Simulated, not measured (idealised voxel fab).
voxel double patterning: a process module
Cross-section cut spans 240 nm and uses square cells 5 nm in size.
Cross-section, as written here: a square-cell grid given band by band from the top down, where a band holds one or more rows of cells. This entry defines a band. It first specifies the height of the band's top and the height of its bottom in nm, and then specifies the band's materials from left to right, stating each material with its width in nm. The word "everywhere" identifies a single material that fills the band from edge to edge, while the word "blank" identifies empty space. Note: height 0 marks the level under which the wafer is uniformly one material as received. Lowest band unbounded below, written "0 nm and below". Width "30->40": first value at the band's top row of cells, second value at its bottom row, equal change from row to row. "no alteration" for a step: no cell of the cross-section changed in that step. "Enclosed cavities": sealed empty spaces, 8 cells or more, no open way to top, listed width x height at distance, with distance from the left edge and width, height and distance in nm. Where a step's line continues beyond its settings, the continuation is a remark by the simulator itself on that step. "overlay nm", when on a step's line for a step with a mask, measures how far to the right of its planned place the mask lay; a negative measure means to the left.
**Listed below are the process steps as planned**
- 1: RECEIVE (material Si)
- 2: CONFORMAL_DEP (material SiO2; thk nm 10)
- 3: DIRECTIONAL_DEP (material polySi; thk nm 15)
- 4: DIRECTIONAL_DEP (material SiN; thk nm 10)
- 5: MASKED_ETCH (tone open; mask id FIRST; width nm 15; pitch nm 50; etch materials SiN; depth nm 10; overlay nm 0)
- 6: MASKED_ETCH (tone open; mask id SECOND; width nm 15; pitch nm 50; etch materials SiN; depth nm 10; overlay nm 0)
- 7: DIRECTIONAL_ETCH (etch materials polySi; depth nm 15)
- 8: STRIP (etch materials SiN)
**Cross-section: wafer on arrival = after step 1**
    0 nm and below  Si everywhere
    Enclosed cavities: none
**Post-module cross-section of the first of two wafers (run per plan)**
    25 nm to 10 nm  polySi=60; blank=15; polySi=10; blank=15; polySi=10; blank=15; polySi=10; blank=15; polySi=10; blank=15; polySi=65
    10 nm to 0 nm  SiO2 everywhere
    0 nm and below  Si everywhere
    Enclosed cavities: none
**Cross-section, second wafer: same start as the first, same plan as the first, one mistake in running it; taken at the end of the module**
    40 nm to 25 nm  polySi=60; blank=15; polySi=10; blank=15; polySi=10; blank=15; polySi=10; blank=15; polySi=10; blank=15; polySi=65
    25 nm to 10 nm  polySi everywhere
    10 nm to 0 nm  SiO2 everywhere
    0 nm and below  Si everywhere
    Enclosed cavities: none
Finding, execution versus plan: the plan's step 3 ran twice
Heads up, by the end the second wafer has more or fewer cells of some materials compared to the first: 144 more of polySi
